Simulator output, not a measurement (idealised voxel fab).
process module | voxel spacer lines
cross-section cut | 190 nm wide | cells 5 nm
A cross-section is a grid of square cells, given in bands from the top down. A band is one or more rows of cells.
Each band's line starts with the height of the band's top and of its bottom, in nm. Then come its materials from left to right, each with its width in nm. One material with "throughout" fills the band from edge to edge. "air" is empty space.
Height 0 is the level under which the wafer as received is all one material. The lowest band goes on downwards, as in "0 down".
A width such as "30 to 40" changes by the same amount from each row of cells to the next, from the band's top row to its bottom row.
"no change" after a step means that no cell of the cross-section changed.
closed voids: empty space of 8 cells or more with no open way to the top, each as width x height at its distance from the left edge, in nm
after a step's settings: what the simulator itself notes on the step
overlay nm, on a step with a mask: how far to the right of its planned place the mask lay; to the left if negative
plan
1 op RECEIVE | material Si
2 op CONFORMAL_DEP | material Al2O3 | thk nm 10
3 op DIRECTIONAL_DEP | material polySi | thk nm 10
4 op DIRECTIONAL_DEP | material aC | thk nm 20
5 op PATTERN | tone cover | mask id MANDREL | material resist | width nm 20 | pitch nm 70 | thk nm 25 | overlay nm 0
6 op DIRECTIONAL_ETCH | etch materials aC | depth nm 20
7 op STRIP | etch materials resist
8 op CONFORMAL_DEP | material SiO2 | thk nm 15
9 op DIRECTIONAL_ETCH | etch materials SiO2 | depth nm 15
10 op STRIP | etch materials aC
11 op DIRECTIONAL_ETCH | etch materials polySi | depth nm 10
12 op STRIP | etch materials SiO2
13 op FILL_DEP | material lowk | thk nm 10
14 op CMP | height nm 20
as received, after step 1
  0 down: Si throughout
  closed voids: none
a wafer at the end: this start, this plan, one mistake
  20 to 10: lowk 5 | polySi 15 | lowk 15 | polySi 15 | lowk 25 | polySi 15 | lowk 15 | polySi 15 | lowk 25 | polySi 15 | lowk 15 | polySi 15
  10 to 0: Al2O3 throughout
  0 down: Si throughout
  closed voids: none
what went wrong: step 5 ran as: op PATTERN | tone cover | mask id MANDREL | material resist | width nm 15 | pitch nm 70 | thk nm 25 | overlay nm 0
